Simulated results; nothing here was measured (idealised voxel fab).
process module | voxel capacitor over wiring
The figure presents cross-section cut, which has a width of 290 nm and is divided into square cells with an edge length of 5 nm.
In what follows, cross-sections appear as grids of square cells, described through bands that run from the top down, where every band is one or more rows of cells. Each band's line starts with the height of the band's top and of its bottom, in nm. Then come its materials from left to right, each with its width in nm. One material with "everywhere" fills the band from edge to edge. "air" is empty space. It should be noted that heights are counted from 0, beneath which the wafer as supplied is of one material throughout, and that the lowest band possesses no lower boundary but continues downward, as written in "0 down". The notation "30->40" denotes a width that varies across the rows of cells in the band, beginning at the first number in the top row, finishing at the second number in the bottom row, and changing by an identical amount from each row to the next. The cross-section has no changed cell in any step marked "left unchanged". Entry "Enclosed void entries" = empty spaces >= 8 cells with no open way to the top; each as width x height at distance, distance from left edge, all nm. Step line, after settings: the simulator's comment on this step. The "overlay nm" setting may appear on a step's line; for a step that uses a mask, it gives how far to the right of its planned position the mask lay, and a negative value indicates the left.
-- Process steps foreseen in the plan
1 RECEIVE, material Si
2 CONFORMAL_DEP, material SiO2, thk nm 10
3 DIRECTIONAL_DEP, material TiN, thk nm 5
4 DIRECTIONAL_DEP, material Ru, thk nm 25
5 PATTERN, tone cover, mask id METAL_1, material resist, width nm 25, pitch nm 95, thk nm 15, overlay nm 0
6 DIRECTIONAL_ETCH, etch materials Ru, depth nm 25
7 DIRECTIONAL_ETCH, etch materials TiN, depth nm 5
8 STRIP, etch materials resist
9 CONFORMAL_DEP, material SiCN, thk nm 5
10 FILL_DEP, material SiO2, thk nm 10
11 CMP, height nm 40
12 CONFORMAL_DEP, material SiCN, thk nm 5
13 DIRECTIONAL_DEP, material SiO2, thk nm 15
14 MASKED_ETCH, tone open, mask id PLUG_1, width nm 15, etch materials SiO2, depth nm 15, overlay nm 0
15 MASKED_ETCH, tone open, mask id PLUG_1, width nm 15, etch materials SiCN, depth nm 5, overlay nm 0
16 CONFORMAL_DEP, material TiN, thk nm 5
17 FILL_DEP, material W, thk nm 5
18 CMP, height nm 60
19 DIRECTIONAL_DEP, material TiN, thk nm 5
20 DIRECTIONAL_DEP, material SiN, thk nm 5
21 DIRECTIONAL_DEP, material TiN, thk nm 5
22 DIRECTIONAL_DEP, material aC, thk nm 10
23 PATTERN, tone cover, mask id UPPER_PLATE, material resist, width nm 75, thk nm 25, overlay nm 0
24 DIRECTIONAL_ETCH, etch materials aC, depth nm 10
25 STRIP, etch materials resist
26 DIRECTIONAL_ETCH, etch materials TiN, depth nm 5
27 DIRECTIONAL_ETCH, etch materials SiN, depth nm 5
28 STRIP, etch materials aC
29 MASKED_ETCH, tone cover, mask id LOWER_PLATE, width nm 85, etch materials TiN, depth nm 5, overlay nm 0
30 FILL_DEP, material SiO2, thk nm 15
31 CMP, height nm 85
32 DIRECTIONAL_DEP, material aC, thk nm 15
33 PATTERN, tone open, mask id PLUG_2, material resist, width nm 15, thk nm 30, overlay nm 0
34 DIRECTIONAL_ETCH, etch materials aC, depth nm 15
35 STRIP, etch materials resist
36 DIRECTIONAL_ETCH, etch materials SiO2, depth nm 10
37 STRIP, etch materials aC
38 CONFORMAL_DEP, material TiN, thk nm 5
39 FILL_DEP, material W, thk nm 5
40 CMP, height nm 85
41 CONFORMAL_DEP, material SiN, thk nm 5
-- The first of the two wafers, which ran as planned
-- Here's what the wafer looked like in cross-section when it arrived - that's after step 1
  0 down | Si everywhere
  Enclosed void entries: none
-- Presented here is a cross-section of the wafer after step 2 has been performed
  10 to 0 | SiO2 everywhere
  Nothing below the height 0 has changed.
-- Presented here is a cross-section of the wafer after step 3 has been performed
  15 to 10 | TiN everywhere
  Nothing below the height 10 has changed.
-- Presented here is a cross-section of the wafer after step 4 has been performed
  40 to 15 | Ru everywhere
  Nothing below the height 15 has changed.
-- Presented here is a cross-section of the wafer after step 5 has been performed
  55 to 40 | air 85 nm  resist 25 nm  air 70 nm  resist 25 nm  air 85 nm
  Nothing below the height 40 has changed.
-- Presented here is a cross-section of the wafer after step 6 has been performed
  55 to 40 | air 85 nm  resist 25 nm  air 70 nm  resist 25 nm  air 85 nm
  40 to 15 | air 85 nm  Ru 25 nm  air 70 nm  Ru 25 nm  air 85 nm
  Nothing below the height 15 has changed.
-- Presented here is a cross-section of the wafer after step 7 has been performed
  55 to 40 | air 85 nm  resist 25 nm  air 70 nm  resist 25 nm  air 85 nm
  40 to 15 | air 85 nm  Ru 25 nm  air 70 nm  Ru 25 nm  air 85 nm
  15 to 10 | air 85 nm  TiN 25 nm  air 70 nm  TiN 25 nm  air 85 nm
  Nothing below the height 10 has changed.
-- Presented here is a cross-section of the wafer after step 8 has been performed
  40 to 15 | air 85 nm  Ru 25 nm  air 70 nm  Ru 25 nm  air 85 nm
  Nothing below the height 15 has changed.
-- Presented here is a cross-section of the wafer after step 9 has been performed
  45 to 40 | air 80 nm  SiCN 35 nm  air 60 nm  SiCN 35 nm  air 80 nm
  40 to 15 | air 80 nm  SiCN 5 nm  Ru 25 nm  SiCN 5 nm  air 60 nm  SiCN 5 nm  Ru 25 nm  SiCN 5 nm  air 80 nm
  15 to 10 | SiCN 85 nm  TiN 25 nm  SiCN 70 nm  TiN 25 nm  SiCN 85 nm
  Nothing below the height 10 has changed.
-- Presented here is a cross-section of the wafer after step 10 has been performed
  55 to 45 | SiO2 everywhere
  45 to 40 | SiO2 80 nm  SiCN 35 nm  SiO2 60 nm  SiCN 35 nm  SiO2 80 nm
  40 to 15 | SiO2 80 nm  SiCN 5 nm  Ru 25 nm  SiCN 5 nm  SiO2 60 nm  SiCN 5 nm  Ru 25 nm  SiCN 5 nm  SiO2 80 nm
  Nothing below the height 15 has changed.
-- Presented here is a cross-section of the wafer after step 11 has been performed
  40 to 15 | SiO2 80 nm  SiCN 5 nm  Ru 25 nm  SiCN 5 nm  SiO2 60 nm  SiCN 5 nm  Ru 25 nm  SiCN 5 nm  SiO2 80 nm
  Nothing below the height 15 has changed.
-- Presented here is a cross-section of the wafer after step 12 has been performed
  45 to 40 | SiCN everywhere
  Nothing below the height 40 has changed.
-- Presented here is a cross-section of the wafer after step 13 has been performed
  60 to 45 | SiO2 everywhere
  Nothing below the height 45 has changed.
-- Presented here is a cross-section of the wafer after step 14 has been performed
  60 to 45 | SiO2 95 nm  air 15 nm  SiO2 180 nm
  Nothing below the height 45 has changed.
-- Presented here is a cross-section of the wafer after step 15 has been performed
  60 to 45 | SiO2 95 nm  air 15 nm  SiO2 180 nm
  45 to 40 | SiCN 95 nm  air 15 nm  SiCN 180 nm
  Nothing below the height 40 has changed.
-- Presented here is a cross-section of the wafer after step 16 has been performed
  65 to 60 | TiN 100 nm  air 5 nm  TiN 185 nm
  60 to 45 | SiO2 95 nm  TiN 5 nm  air 5 nm  TiN 5 nm  SiO2 180 nm
  45 to 40 | SiCN 95 nm  TiN 15 nm  SiCN 180 nm
  Nothing below the height 40 has changed.
-- Presented here is a cross-section of the wafer after step 17 has been performed
  70 to 65 | W everywhere
  65 to 60 | TiN 100 nm  W 5 nm  TiN 185 nm
  60 to 45 | SiO2 95 nm  TiN 5 nm  W 5 nm  TiN 5 nm  SiO2 180 nm
  Nothing below the height 45 has changed.
-- Presented here is a cross-section of the wafer after step 18 has been performed
  60 to 45 | SiO2 95 nm  TiN 5 nm  W 5 nm  TiN 5 nm  SiO2 180 nm
  Nothing below the height 45 has changed.
-- Presented here is a cross-section of the wafer after step 19 has been performed
  65 to 60 | TiN everywhere
  Nothing below the height 60 has changed.
-- Presented here is a cross-section of the wafer after step 20 has been performed
  70 to 65 | SiN everywhere
  Nothing below the height 65 has changed.
-- Presented here is a cross-section of the wafer after step 21 has been performed
  75 to 70 | TiN everywhere
  Nothing below the height 70 has changed.
-- Presented here is a cross-section of the wafer after step 22 has been performed
  85 to 75 | aC everywhere
  Nothing below the height 75 has changed.
-- Presented here is a cross-section of the wafer after step 23 has been performed
  110 to 85 | air 95 nm  resist 75 nm  air 120 nm
  Nothing below the height 85 has changed.
-- Presented here is a cross-section of the wafer after step 24 has been performed
  100 to 85 | air 95 nm  resist 75 nm  air 120 nm
  85 to 75 | air 95 nm  aC 75 nm  air 120 nm
  Nothing below the height 75 has changed.
-- Presented here is a cross-section of the wafer after step 25 has been performed
  85 to 75 | air 95 nm  aC 75 nm  air 120 nm
  Nothing below the height 75 has changed.
-- Presented here is a cross-section of the wafer after step 26 has been performed
  85 to 75 | air 95 nm  aC 75 nm  air 120 nm
  75 to 70 | air 95 nm  TiN 75 nm  air 120 nm
  Nothing below the height 70 has changed.
-- Presented here is a cross-section of the wafer after step 27 has been performed
  85 to 75 | air 95 nm  aC 75 nm  air 120 nm
  75 to 70 | air 95 nm  TiN 75 nm  air 120 nm
  70 to 65 | air 95 nm  SiN 75 nm  air 120 nm
  Nothing below the height 65 has changed.
-- Presented here is a cross-section of the wafer after step 28 has been performed
  75 to 70 | air 95 nm  TiN 75 nm  air 120 nm
  Nothing below the height 70 has changed.
-- Presented here is a cross-section of the wafer after step 29 has been performed
  75 to 70 | air 95 nm  TiN 75 nm  air 120 nm
  70 to 65 | air 95 nm  SiN 75 nm  air 120 nm
  65 to 60 | air 90 nm  TiN 85 nm  air 115 nm
  Nothing below the height 60 has changed.
-- Presented here is a cross-section of the wafer after step 30 has been performed
  90 to 75 | SiO2 everywhere
  75 to 70 | SiO2 95 nm  TiN 75 nm  SiO2 120 nm
  70 to 65 | SiO2 95 nm  SiN 75 nm  SiO2 120 nm
  65 to 60 | SiO2 90 nm  TiN 85 nm  SiO2 115 nm
  Nothing below the height 60 has changed.
-- Presented here is a cross-section of the wafer after step 31 has been performed
  85 to 75 | SiO2 everywhere
  Nothing below the height 75 has changed.
-- Presented here is a cross-section of the wafer after step 32 has been performed
  100 to 85 | aC everywhere
  Nothing below the height 85 has changed.
-- Presented here is a cross-section of the wafer after step 33 has been performed
  130 to 100 | resist 105 nm  air 15 nm  resist 170 nm
  Nothing below the height 100 has changed.
-- Presented here is a cross-section of the wafer after step 34 has been performed
  115 to 100 | resist 105 nm  air 15 nm  resist 170 nm
  100 to 85 | aC 105 nm  air 15 nm  aC 170 nm
  Nothing below the height 85 has changed.
-- Presented here is a cross-section of the wafer after step 35 has been performed
  100 to 85 | aC 105 nm  air 15 nm  aC 170 nm
  Nothing below the height 85 has changed.
-- Presented here is a cross-section of the wafer after step 36 has been performed
  100 to 85 | aC 105 nm  air 15 nm  aC 170 nm
  85 to 75 | SiO2 105 nm  air 15 nm  SiO2 170 nm
  Nothing below the height 75 has changed.
-- Presented here is a cross-section of the wafer after step 37 has been performed
  85 to 75 | SiO2 105 nm  air 15 nm  SiO2 170 nm
  Nothing below the height 75 has changed.
-- Presented here is a cross-section of the wafer after step 38 has been performed
  90 to 85 | TiN 110 nm  air 5 nm  TiN 175 nm
  85 to 80 | SiO2 105 nm  TiN 5 nm  air 5 nm  TiN 5 nm  SiO2 170 nm
  80 to 70 | SiO2 105->95 nm  TiN 15->75 nm  SiO2 170->120 nm
  Nothing below the height 70 has changed.
-- Presented here is a cross-section of the wafer after step 39 has been performed
  95 to 90 | W everywhere
  90 to 85 | TiN 110 nm  W 5 nm  TiN 175 nm
  85 to 80 | SiO2 105 nm  TiN 5 nm  W 5 nm  TiN 5 nm  SiO2 170 nm
  Nothing below the height 80 has changed.
-- Presented here is a cross-section of the wafer after step 40 has been performed
  85 to 80 | SiO2 105 nm  TiN 5 nm  W 5 nm  TiN 5 nm  SiO2 170 nm
  Nothing below the height 80 has changed.
-- Presented here is a cross-section of the wafer after step 41 has been performed
  90 to 85 | SiN everywhere
  Nothing below the height 85 has changed.
-- For the second wafer, take the first wafer's start and plan, then add one mistake made in running it; everything through step 2, that step included, is shared with the first
The second wafer in cross-section, at the planned close of step 3: left unchanged
-- The second wafer in cross-section, at the planned close of step 4
  35 to 10 | Ru everywhere
  Nothing below the height 10 has changed.
-- The second wafer in cross-section, at the planned close of step 5
  50 to 35 | air 85 nm  resist 25 nm  air 70 nm  resist 25 nm  air 85 nm
  Nothing below the height 35 has changed.
-- The second wafer in cross-section, at the planned close of step 6
  50 to 35 | air 85 nm  resist 25 nm  air 70 nm  resist 25 nm  air 85 nm
  35 to 10 | air 85 nm  Ru 25 nm  air 70 nm  Ru 25 nm  air 85 nm
  Nothing below the height 10 has changed.
The second wafer in cross-section, at the planned close of step 7: left unchanged
-- The second wafer in cross-section, at the planned close of step 8
  35 to 10 | air 85 nm  Ru 25 nm  air 70 nm  Ru 25 nm  air 85 nm
  Nothing below the height 10 has changed.
-- The second wafer in cross-section, at the planned close of step 9
  40 to 35 | air 80 nm  SiCN 35 nm  air 60 nm  SiCN 35 nm  air 80 nm
  35 to 15 | air 80 nm  SiCN 5 nm  Ru 25 nm  SiCN 5 nm  air 60 nm  SiCN 5 nm  Ru 25 nm  SiCN 5 nm  air 80 nm
  15 to 10 | SiCN 85 nm  Ru 25 nm  SiCN 70 nm  Ru 25 nm  SiCN 85 nm
  Nothing below the height 10 has changed.
-- The second wafer in cross-section, at the planned close of step 10
  50 to 40 | SiO2 everywhere
  40 to 35 | SiO2 80 nm  SiCN 35 nm  SiO2 60 nm  SiCN 35 nm  SiO2 80 nm
  35 to 15 | SiO2 80 nm  SiCN 5 nm  Ru 25 nm  SiCN 5 nm  SiO2 60 nm  SiCN 5 nm  Ru 25 nm  SiCN 5 nm  SiO2 80 nm
  Nothing below the height 15 has changed.
-- The second wafer in cross-section, at the planned close of step 11
  40 to 35 | SiO2 80 nm  SiCN 35 nm  SiO2 60 nm  SiCN 35 nm  SiO2 80 nm
  Nothing below the height 35 has changed.
-- The second wafer in cross-section, at the planned close of step 12
  45 to 40 | SiCN everywhere
  Nothing below the height 40 has changed.
-- The second wafer in cross-section, at the planned close of step 13
  60 to 45 | SiO2 everywhere
  Nothing below the height 45 has changed.
-- The second wafer in cross-section, at the planned close of step 14
  60 to 45 | SiO2 95 nm  air 15 nm  SiO2 180 nm
  Nothing below the height 45 has changed.
-- The second wafer in cross-section, at the planned close of step 15
  60 to 45 | SiO2 95 nm  air 15 nm  SiO2 180 nm
  45 to 40 | SiCN 95 nm  air 15 nm  SiCN 180 nm
  Nothing below the height 40 has changed.
-- The second wafer in cross-section, at the planned close of step 16
  65 to 60 | TiN 100 nm  air 5 nm  TiN 185 nm
  60 to 45 | SiO2 95 nm  TiN 5 nm  air 5 nm  TiN 5 nm  SiO2 180 nm
  45 to 40 | SiCN 95 nm  TiN 15 nm  SiCN 180 nm
  Nothing below the height 40 has changed.
-- The second wafer in cross-section, at the planned close of step 17
  70 to 65 | W everywhere
  65 to 60 | TiN 100 nm  W 5 nm  TiN 185 nm
  60 to 45 | SiO2 95 nm  TiN 5 nm  W 5 nm  TiN 5 nm  SiO2 180 nm
  Nothing below the height 45 has changed.
-- The second wafer in cross-section, at the planned close of step 18
  60 to 45 | SiO2 95 nm  TiN 5 nm  W 5 nm  TiN 5 nm  SiO2 180 nm
  Nothing below the height 45 has changed.
-- The second wafer in cross-section, at the planned close of step 19
  65 to 60 | TiN everywhere
  Nothing below the height 60 has changed.
-- The second wafer in cross-section, at the planned close of step 20
  70 to 65 | SiN everywhere
  Nothing below the height 65 has changed.
-- The second wafer in cross-section, at the planned close of step 21
  75 to 70 | TiN everywhere
  Nothing below the height 70 has changed.
-- The second wafer in cross-section, at the planned close of step 22
  85 to 75 | aC everywhere
  Nothing below the height 75 has changed.
-- The second wafer in cross-section, at the planned close of step 23
  110 to 85 | air 95 nm  resist 75 nm  air 120 nm
  Nothing below the height 85 has changed.
-- The second wafer in cross-section, at the planned close of step 24
  100 to 85 | air 95 nm  resist 75 nm  air 120 nm
  85 to 75 | air 95 nm  aC 75 nm  air 120 nm
  Nothing below the height 75 has changed.
-- The second wafer in cross-section, at the planned close of step 25
  85 to 75 | air 95 nm  aC 75 nm  air 120 nm
  Nothing below the height 75 has changed.
-- The second wafer in cross-section, at the planned close of step 26
  85 to 75 | air 95 nm  aC 75 nm  air 120 nm
  75 to 70 | air 95 nm  TiN 75 nm  air 120 nm
  Nothing below the height 70 has changed.
-- The second wafer in cross-section, at the planned close of step 27
  85 to 75 | air 95 nm  aC 75 nm  air 120 nm
  75 to 70 | air 95 nm  TiN 75 nm  air 120 nm
  70 to 65 | air 95 nm  SiN 75 nm  air 120 nm
  Nothing below the height 65 has changed.
-- The second wafer in cross-section, at the planned close of step 28
  75 to 70 | air 95 nm  TiN 75 nm  air 120 nm
  Nothing below the height 70 has changed.
-- The second wafer in cross-section, at the planned close of step 29
  75 to 70 | air 95 nm  TiN 75 nm  air 120 nm
  70 to 65 | air 95 nm  SiN 75 nm  air 120 nm
  65 to 60 | air 90 nm  TiN 85 nm  air 115 nm
  Nothing below the height 60 has changed.
-- The second wafer in cross-section, at the planned close of step 30
  90 to 75 | SiO2 everywhere
  75 to 70 | SiO2 95 nm  TiN 75 nm  SiO2 120 nm
  70 to 65 | SiO2 95 nm  SiN 75 nm  SiO2 120 nm
  65 to 60 | SiO2 90 nm  TiN 85 nm  SiO2 115 nm
  Nothing below the height 60 has changed.
-- The second wafer in cross-section, at the planned close of step 31
  85 to 75 | SiO2 everywhere
  Nothing below the height 75 has changed.
-- The second wafer in cross-section, at the planned close of step 32
  100 to 85 | aC everywhere
  Nothing below the height 85 has changed.
-- The second wafer in cross-section, at the planned close of step 33
  130 to 100 | resist 105 nm  air 15 nm  resist 170 nm
  Nothing below the height 100 has changed.
-- The second wafer in cross-section, at the planned close of step 34
  115 to 100 | resist 105 nm  air 15 nm  resist 170 nm
  100 to 85 | aC 105 nm  air 15 nm  aC 170 nm
  Nothing below the height 85 has changed.
-- The second wafer in cross-section, at the planned close of step 35
  100 to 85 | aC 105 nm  air 15 nm  aC 170 nm
  Nothing below the height 85 has changed.
-- The second wafer in cross-section, at the planned close of step 36
  100 to 85 | aC 105 nm  air 15 nm  aC 170 nm
  85 to 75 | SiO2 105 nm  air 15 nm  SiO2 170 nm
  Nothing below the height 75 has changed.
-- The second wafer in cross-section, at the planned close of step 37
  85 to 75 | SiO2 105 nm  air 15 nm  SiO2 170 nm
  Nothing below the height 75 has changed.
-- The second wafer in cross-section, at the planned close of step 38
  90 to 85 | TiN 110 nm  air 5 nm  TiN 175 nm
  85 to 80 | SiO2 105 nm  TiN 5 nm  air 5 nm  TiN 5 nm  SiO2 170 nm
  80 to 70 | SiO2 105->95 nm  TiN 15->75 nm  SiO2 170->120 nm
  Nothing below the height 70 has changed.
-- The second wafer in cross-section, at the planned close of step 39
  95 to 90 | W everywhere
  90 to 85 | TiN 110 nm  W 5 nm  TiN 175 nm
  85 to 80 | SiO2 105 nm  TiN 5 nm  W 5 nm  TiN 5 nm  SiO2 170 nm
  Nothing below the height 80 has changed.
-- The second wafer in cross-section, at the planned close of step 40
  85 to 80 | SiO2 105 nm  TiN 5 nm  W 5 nm  TiN 5 nm  SiO2 170 nm
  Nothing below the height 80 has changed.
-- The second wafer in cross-section, at the planned close of step 41
  90 to 85 | SiN everywhere
  Nothing below the height 85 has changed.
Error vs. plan: plan step 3 was not performed, having been skipped
In the final state, the cell counts of the second wafer exceed or fall short of those of the first for the following materials: SiCN: 10 more | TiN: 10 fewer
